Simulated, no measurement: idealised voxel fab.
Herein follows the process module entitled voxel double patterning.
Pictured: cross-section cut, 150 nm wide, on a grid of 5 nm square cells.
A cross-section is a grid of square cells, given in bands from the top down. A band is one or more rows of cells.
In this notation a band is specified by the heights of its top and bottom, in that order and in nm, after which its materials appear from left to right, each paired with its width in nm. The word "full width" attached to a single material means that material fills the band from edge to edge; the word "blank" stands for empty space.
Beneath 0, the wafer as received is one material, and that level is where height counting begins. The lowest band goes on downward without a bottom; it is written like "top 0, no bottom".
Width spec "30 to 40" -> top row of cells at first value, bottom row at second value, equal per-row change in between.
The cross-section has no changed cell in any step marked "stayed the same".
Entry "Catalogued sealed voids" = empty spaces >= 8 cells with no open way to the top; each as width x height at distance, distance from left edge, all nm.
Step line, after settings: the simulator's comment on this step.
overlay nm: how far to the right of its planned place the mask lay on this masked step (negative: to the left).

### Set out below are the planned steps of the process
1) RECEIVE with material Si
2) CONFORMAL_DEP with material SiN, thk nm 5
3) DIRECTIONAL_DEP with material SiO2, thk nm 20
4) DIRECTIONAL_DEP with material SiCN, thk nm 5
5) DIRECTIONAL_DEP with material aC, thk nm 10
6) PATTERN with tone open, mask id FIRST, material resist, width nm 15, pitch nm 50, thk nm 25, overlay nm 0
7) DIRECTIONAL_ETCH with etch materials aC, depth nm 10
8) STRIP with etch materials resist
9) DIRECTIONAL_ETCH with etch materials SiCN, depth nm 5
10) STRIP with etch materials aC
11) PATTERN with tone open, mask id SECOND, material resist, width nm 15, pitch nm 50, thk nm 15, overlay nm 0
12) DIRECTIONAL_ETCH with etch materials SiCN, depth nm 5
13) STRIP with etch materials resist
14) DIRECTIONAL_ETCH with etch materials SiO2, depth nm 20
15) STRIP with etch materials SiCN

### Received-state cross-section, reflecting completion of step 1
- top 0, no bottom  Si full width
- Catalogued sealed voids: none

### The cross-section shown corresponds to the wafer at the conclusion of the module. The initial structure and the process plan are those presented above; however, one mistake occurred in executing the plan
- top 20, bottom 0  SiO2 15 nm / blank 15 nm / SiO2 10 nm / blank 15 nm / SiO2 10 nm / blank 15 nm / SiO2 10 nm / blank 15 nm / SiO2 10 nm / blank 15 nm / SiO2 20 nm
- top 0, no bottom  Si full width
- Catalogued sealed voids: none
Heads up, the wafer didn't run the way we planned it: the run left out plan step 2 entirely, so it was never executed
